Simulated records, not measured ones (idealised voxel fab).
You're looking at the process module voxel capacitor over wiring.
Section cut is 155 nm wide and gridded with 5 nm square cells.
If you're reading a cross-section in this doc, picture square cells in a grid; it comes to you as bands, top ones listed first down to the bottom, and a band can be one or more rows of cells.
First you get the band's top height and its bottom height, in nm, and then the materials it's made of, left to right, with each width in nm. If you see a single material with "everywhere", that one covers the band edge to edge. "blank" is empty space.
Convention: height 0 is the level below which the wafer, as received, is all one material. The lowest band does not terminate at the bottom but continues downward, represented as "z 0 and below".
It should be noted that a width expressed as "30..40" varies in equal increments from row to row of cells within the band, taking the value of the first number at the top row and that of the second number at the bottom row.
Any step labelled "left unchanged" changed none of the cells in the cross-section.
Each empty space that has no open way to the top and spans at least 8 cells appears under "Closed void catalog" as width x height at distance, the distance counted from the left edge, all in nm.
Past the settings on a step's line: simulator remark, on that step.
The "overlay nm" setting may appear on a step's line; for a step that uses a mask, it gives how far to the right of its planned position the mask lay, and a negative value indicates the left.

## Steps in the process plan
1: RECEIVE | material Si
2: CONFORMAL_DEP | material SiO2 | thk nm 15
3: CONFORMAL_DEP | material SiN | thk nm 5
4: DIRECTIONAL_DEP | material SiO2 | thk nm 25
5: DIRECTIONAL_DEP | material aC | thk nm 15
6: PATTERN | tone open | mask id METAL_1 | material resist | width nm 30 | pitch nm 80 | thk nm 35 | overlay nm 0
7: DIRECTIONAL_ETCH | etch materials aC | depth nm 15
8: STRIP | etch materials resist
9: DIRECTIONAL_ETCH | etch materials SiO2 | depth nm 25
10: DIRECTIONAL_ETCH | etch materials SiN | depth nm 5
11: STRIP | etch materials aC
12: CONFORMAL_DEP | material TiN | thk nm 5
13: FILL_DEP | material Ru | thk nm 5
14: CMP | height nm 45
15: CONFORMAL_DEP | material SiCN | thk nm 5
16: DIRECTIONAL_DEP | material lowk | thk nm 15
17: MASKED_ETCH | tone open | mask id PLUG_1 | width nm 15 | etch materials lowk | depth nm 15 | overlay nm 0
18: MASKED_ETCH | tone open | mask id PLUG_1 | width nm 15 | etch materials SiCN | depth nm 5 | overlay nm 0
19: EPI | material Ru | thk nm 10
20: EPI | material Ru | thk nm 10
21: DIRECTIONAL_DEP | material TiN | thk nm 10
22: DIRECTIONAL_DEP | material HfO2 | thk nm 5
23: DIRECTIONAL_DEP | material TiN | thk nm 10
24: DIRECTIONAL_DEP | material aC | thk nm 15
25: PATTERN | tone cover | mask id UPPER_PLATE | material resist | width nm 55 | thk nm 30 | overlay nm 0
26: DIRECTIONAL_ETCH | etch materials aC | depth nm 15
27: STRIP | etch materials resist
28: DIRECTIONAL_ETCH | etch materials TiN | depth nm 10
29: DIRECTIONAL_ETCH | etch materials HfO2 | depth nm 5
30: STRIP | etch materials aC
31: DIRECTIONAL_DEP | material aC | thk nm 10
32: PATTERN | tone cover | mask id LOWER_PLATE | material resist | width nm 65 | thk nm 30 | overlay nm 0
33: DIRECTIONAL_ETCH | etch materials aC | depth nm 10
34: STRIP | etch materials resist
35: DIRECTIONAL_ETCH | etch materials TiN | depth nm 10
36: STRIP | etch materials aC
37: FILL_DEP | material SiO2 | thk nm 20
38: CMP | height nm 105
39: MASKED_ETCH | tone open | mask id PLUG_2 | width nm 15 | etch materials SiO2 | depth nm 15 | overlay nm 0
40: CONFORMAL_DEP | material TiN | thk nm 5
41: FILL_DEP | material Ru | thk nm 10
42: CMP | height nm 105
43: CONFORMAL_DEP | material SiCN | thk nm 5

## as received, after step 1
z 0 and below | Si everywhere
Closed void catalog: none

## End state of the module in cross-section, given the above starting point and plan and one mistake in execution
z 110 to 105 | SiCN everywhere
z 105 to 95 | SiO2 45 nm | TiN 5 nm | Ru 5 nm | TiN 5 nm | SiO2 95 nm
z 95 to 90 | SiO2 45 nm | TiN 15 nm | SiO2 95 nm
z 90 to 85 | SiO2 everywhere
z 85 to 75 | SiO2 35 nm | TiN 55 nm | SiO2 65 nm
z 75 to 70 | SiO2 35 nm | HfO2 55 nm | SiO2 65 nm
z 70 to 60 | SiO2 30 nm | TiN 65 nm | SiO2 60 nm
z 60 to 45 | lowk 35 nm | Ru 15 nm | lowk 105 nm
z 45 to 40 | SiCN 35 nm | Ru 15 nm | SiCN 105 nm
z 40 to 20 | SiO2 20 nm | TiN 5 nm | Ru 20 nm | TiN 5 nm | SiO2 50 nm | TiN 5 nm | Ru 20 nm | TiN 5 nm | SiO2 25 nm
z 20 to 15 | SiN 20 nm | TiN 30 nm | SiN 50 nm | TiN 30 nm | SiN 25 nm
z 15 to 0 | SiO2 everywhere
z 0 and below | Si everywhere
Closed void catalog: none
It is concluded that the wafer was processed incorrectly with respect to the plan, in that step 14: run off-plan, actual operation and settings CMP | height nm 40
